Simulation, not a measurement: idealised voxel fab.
The name of this process module is voxel gate over fins.
The width of the displayed cross-section, cut, is 265 nm; its cells are square, with a size of 5 nm.
Heads up, the way a cross-section reads in here is a grid of square cells, handed over as bands from the top down, with every band being one or more rows of cells. The band entry comprises the height of the band's top followed by the height of its bottom, expressed in nm, and subsequently the band's materials from left to right, each stated together with its width in nm. Where a single material is marked with the word "edge to edge", that material fills the band from edge to edge. The word "empty" represents empty space. Basically, 0 is our baseline, since under it the wafer straight out of the box is all one material. The bottom band has no lower end and keeps on going down, so it looks like "0 -> down". A width given as "30..40" starts at the first number in the band's top row and ends at the second number in its bottom row, shifting by an equal amount at every step from row to row. The cross-section has no changed cell in any step marked "remains unaltered". "Closed void table" contains a list of empty spaces, each no smaller than 8 cells and without an open way to the top, written in the form width x height at distance with the distance from the left edge and all three in nm. If you see something after the settings on a step's line, that's the simulator's own remark about that step. The optional step-line setting "overlay nm" applies to steps with a mask and quantifies how far to the right of its planned location the mask lay, a negative value indicating leftward placement.
### Steps planned for the process
1) RECEIVE: material Si
2) CONFORMAL_DEP: material SiN, thk nm 10
3) MASKED_ETCH: tone cover, mask id FINS, width nm 15, pitch nm 45, etch materials SiN, depth nm 10, overlay nm 0
4) MASKED_ETCH: tone cover, mask id FINS, width nm 15, pitch nm 45, etch materials Si, depth nm 40, overlay nm 0
5) FILL_DEP: material SiO2, thk nm 5
6) CMP: height nm 10
7) SELECTIVE_ETCH: etch materials SiO2, depth nm 25
8) STRIP: etch materials SiN
9) CONFORMAL_DEP: material HfO2, thk nm 5
10) CONFORMAL_DEP: material TiN, thk nm 5
11) FILL_DEP: material W, thk nm 15
12) CMP: height nm 20
13) CONFORMAL_DEP: material SiCN, thk nm 10
The wafers in this document start out alike and differ in the width nm applied at step 3; the plan shows the value used for the first wafer.
### Cross-section, first of several wafers, as delivered after step 1
0 -> down  Si edge to edge
Closed void table: none
### each wafer at the end: cells of each material gained (+) or lost (-) since it was received, then its closed voids
width nm 15 | +71 HfO2 | -352 Si | +106 SiCN | +220 SiO2 | +71 TiN | +202 W | Closed void table: none
width nm 20 | +71 HfO2 | -328 Si | +106 SiCN | +205 SiO2 | +71 TiN | +193 W | Closed void table: none
width nm 25 | +71 HfO2 | -304 Si | +106 SiCN | +190 SiO2 | +71 TiN | +184 W | Closed void table: none
width nm 30 | +71 HfO2 | -280 Si | +106 SiCN | +175 SiO2 | +65 TiN | +181 W | Closed void table: none
